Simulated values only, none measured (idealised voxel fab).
process module | voxel quadruple lines
cross-section cut | 215 nm wide | cells 5 nm
A cross-section is a grid of square cells, given in bands from the top down. A band is one or more rows of cells.
Each band's line starts with the height of the band's top and of its bottom, in nm. Then come its materials from left to right, each with its width in nm. One material with "throughout" fills the band from edge to edge. "air" is empty space.
Height 0 is the level under which the wafer as received is all one material. The lowest band goes on downwards, as in "0 down".
A width such as "30 to 40" changes by the same amount from each row of cells to the next, from the band's top row to its bottom row.
"no change" after a step means that no cell of the cross-section changed.
closed voids: empty space of 8 cells or more with no open way to the top, each as width x height at its distance from the left edge, in nm
after a step's settings: what the simulator itself notes on the step
overlay nm, on a step with a mask: how far to the right of its planned place the mask lay; to the left if negative
plan
1 op RECEIVE | material Si
2 op CONFORMAL_DEP | material SiO2 | thk nm 10
3 op DIRECTIONAL_DEP | material Ru | thk nm 15
4 op DIRECTIONAL_DEP | material polySi | thk nm 20
5 op DIRECTIONAL_DEP | material aC | thk nm 25
6 op PATTERN | tone cover | mask id MANDREL | material resist | width nm 20 | pitch nm 60 | thk nm 35 | overlay nm 0
7 op DIRECTIONAL_ETCH | etch materials aC | depth nm 25
8 op STRIP | etch materials resist
9 op CONFORMAL_DEP | material SiO2 | thk nm 10
10 op DIRECTIONAL_ETCH | etch materials SiO2 | depth nm 10
11 op STRIP | etch materials aC
12 op DIRECTIONAL_ETCH | etch materials polySi | depth nm 20
13 op STRIP | etch materials SiO2
14 op CONFORMAL_DEP | material SiN | thk nm 5
15 op DIRECTIONAL_ETCH | etch materials SiN | depth nm 5
16 op STRIP | etch materials polySi
17 op DIRECTIONAL_ETCH | etch materials Ru | depth nm 15
18 op STRIP | etch materials SiN
first wafer, as planned
as received, after step 1
  0 down: Si throughout
  closed voids: none
after step 2
  10 to 0: SiO2 throughout
  below 0: unchanged
after step 3
  25 to 10: Ru throughout
  below 10: unchanged
after step 4
  45 to 25: polySi throughout
  below 25: unchanged
after step 5
  70 to 45: aC throughout
  below 45: unchanged
after step 6
  105 to 70: air 65 | resist 20 | air 40 | resist 20 | air 70
  below 70: unchanged
after step 7
  80 to 70: air 65 | resist 20 | air 40 | resist 20 | air 70
  70 to 45: air 65 | aC 20 | air 40 | aC 20 | air 70
  below 45: unchanged
after step 8
  70 to 45: air 65 | aC 20 | air 40 | aC 20 | air 70
  below 45: unchanged
after step 9
  80 to 70: air 55 | SiO2 40 | air 20 | SiO2 40 | air 60
  70 to 55: air 55 | SiO2 10 | aC 20 | SiO2 10 | air 20 | SiO2 10 | aC 20 | SiO2 10 | air 60
  55 to 45: SiO2 65 | aC 20 | SiO2 40 | aC 20 | SiO2 70
  below 45: unchanged
after step 10
  70 to 45: air 55 | SiO2 10 | aC 20 | SiO2 10 | air 20 | SiO2 10 | aC 20 | SiO2 10 | air 60
  below 45: unchanged
after step 11
  70 to 45: air 55 | SiO2 10 | air 20 | SiO2 10 | air 20 | SiO2 10 | air 20 | SiO2 10 | air 60
  below 45: unchanged
after step 12
  70 to 45: air 55 | SiO2 10 | air 20 | SiO2 10 | air 20 | SiO2 10 | air 20 | SiO2 10 | air 60
  45 to 25: air 55 | polySi 10 | air 20 | polySi 10 | air 20 | polySi 10 | air 20 | polySi 10 | air 60
  below 25: unchanged
after step 13
  45 to 25: air 55 | polySi 10 | air 20 | polySi 10 | air 20 | polySi 10 | air 20 | polySi 10 | air 60
  below 25: unchanged
after step 14
  50 to 45: air 50 | SiN 20 | air 10 | SiN 20 | air 10 | SiN 20 | air 10 | SiN 20 | air 55
  45 to 30: air 50 | SiN 5 | polySi 10 | SiN 5 | air 10 | SiN 5 | polySi 10 | SiN 5 | air 10 | SiN 5 | polySi 10 | SiN 5 | air 10 | SiN 5 | polySi 10 | SiN 5 | air 55
  30 to 25: SiN 55 | polySi 10 | SiN 20 | polySi 10 | SiN 20 | polySi 10 | SiN 20 | polySi 10 | SiN 60
  below 25: unchanged
after step 15
  45 to 25: air 50 | SiN 5 | polySi 10 | SiN 5 | air 10 | SiN 5 | polySi 10 | SiN 5 | air 10 | SiN 5 | polySi 10 | SiN 5 | air 10 | SiN 5 | polySi 10 | SiN 5 | air 55
  below 25: unchanged
after step 16
  45 to 25: air 50 | SiN 5 | air 10 | SiN 5 | air 10 | SiN 5 | air 10 | SiN 5 | air 10 | SiN 5 | air 10 | SiN 5 | air 10 | SiN 5 | air 10 | SiN 5 | air 55
  below 25: unchanged
after step 17
  45 to 25: air 50 | SiN 5 | air 10 | SiN 5 | air 10 | SiN 5 | air 10 | SiN 5 | air 10 | SiN 5 | air 10 | SiN 5 | air 10 | SiN 5 | air 10 | SiN 5 | air 55
  25 to 10: air 50 | Ru 5 | air 10 | Ru 5 | air 10 | Ru 5 | air 10 | Ru 5 | air 10 | Ru 5 | air 10 | Ru 5 | air 10 | Ru 5 | air 10 | Ru 5 | air 55
  below 10: unchanged
after step 18
  25 to 10: air 50 | Ru 5 | air 10 | Ru 5 | air 10 | Ru 5 | air 10 | Ru 5 | air 10 | Ru 5 | air 10 | Ru 5 | air 10 | Ru 5 | air 10 | Ru 5 | air 55
  below 10: unchanged
second wafer: like start, like plan, one mistake. Through step 5 it matches the first wafer
when step 6 should have ended
  105 to 70: air 60 | resist 20 | air 40 | resist 20 | air 75
  below 70: unchanged
when step 7 should have ended
  80 to 70: air 60 | resist 20 | air 40 | resist 20 | air 75
  70 to 45: air 60 | aC 20 | air 40 | aC 20 | air 75
  below 45: unchanged
when step 8 should have ended
  70 to 45: air 60 | aC 20 | air 40 | aC 20 | air 75
  below 45: unchanged
when step 9 should have ended
  80 to 70: air 50 | SiO2 40 | air 20 | SiO2 40 | air 65
  70 to 55: air 50 | SiO2 10 | aC 20 | SiO2 10 | air 20 | SiO2 10 | aC 20 | SiO2 10 | air 65
  55 to 45: SiO2 60 | aC 20 | SiO2 40 | aC 20 | SiO2 75
  below 45: unchanged
when step 10 should have ended
  70 to 45: air 50 | SiO2 10 | aC 20 | SiO2 10 | air 20 | SiO2 10 | aC 20 | SiO2 10 | air 65
  below 45: unchanged
when step 11 should have ended
  70 to 45: air 50 | SiO2 10 | air 20 | SiO2 10 | air 20 | SiO2 10 | air 20 | SiO2 10 | air 65
  below 45: unchanged
when step 12 should have ended
  70 to 45: air 50 | SiO2 10 | air 20 | SiO2 10 | air 20 | SiO2 10 | air 20 | SiO2 10 | air 65
  45 to 25: air 50 | polySi 10 | air 20 | polySi 10 | air 20 | polySi 10 | air 20 | polySi 10 | air 65
  below 25: unchanged
when step 13 should have ended
  45 to 25: air 50 | polySi 10 | air 20 | polySi 10 | air 20 | polySi 10 | air 20 | polySi 10 | air 65
  below 25: unchanged
when step 14 should have ended
  50 to 45: air 45 | SiN 20 | air 10 | SiN 20 | air 10 | SiN 20 | air 10 | SiN 20 | air 60
  45 to 30: air 45 | SiN 5 | polySi 10 | SiN 5 | air 10 | SiN 5 | polySi 10 | SiN 5 | air 10 | SiN 5 | polySi 10 | SiN 5 | air 10 | SiN 5 | polySi 10 | SiN 5 | air 60
  30 to 25: SiN 50 | polySi 10 | SiN 20 | polySi 10 | SiN 20 | polySi 10 | SiN 20 | polySi 10 | SiN 65
  below 25: unchanged
when step 15 should have ended
  45 to 25: air 45 | SiN 5 | polySi 10 | SiN 5 | air 10 | SiN 5 | polySi 10 | SiN 5 | air 10 | SiN 5 | polySi 10 | SiN 5 | air 10 | SiN 5 | polySi 10 | SiN 5 | air 60
  below 25: unchanged
when step 16 should have ended
  45 to 25: air 45 | SiN 5 | air 10 | SiN 5 | air 10 | SiN 5 | air 10 | SiN 5 | air 10 | SiN 5 | air 10 | SiN 5 | air 10 | SiN 5 | air 10 | SiN 5 | air 60
  below 25: unchanged
when step 17 should have ended
  45 to 25: air 45 | SiN 5 | air 10 | SiN 5 | air 10 | SiN 5 | air 10 | SiN 5 | air 10 | SiN 5 | air 10 | SiN 5 | air 10 | SiN 5 | air 10 | SiN 5 | air 60
  25 to 10: air 45 | Ru 5 | air 10 | Ru 5 | air 10 | Ru 5 | air 10 | Ru 5 | air 10 | Ru 5 | air 10 | Ru 5 | air 10 | Ru 5 | air 10 | Ru 5 | air 60
  below 10: unchanged
when step 18 should have ended
  25 to 10: air 45 | Ru 5 | air 10 | Ru 5 | air 10 | Ru 5 | air 10 | Ru 5 | air 10 | Ru 5 | air 10 | Ru 5 | air 10 | Ru 5 | air 10 | Ru 5 | air 60
  below 10: unchanged
what went wrong: step 6 ran as: op PATTERN | tone cover | mask id MANDREL | material resist | width nm 20 | pitch nm 60 | thk nm 35 | overlay nm -5
at the end the second wafer has, in cells: as many of each material as the first, in other places
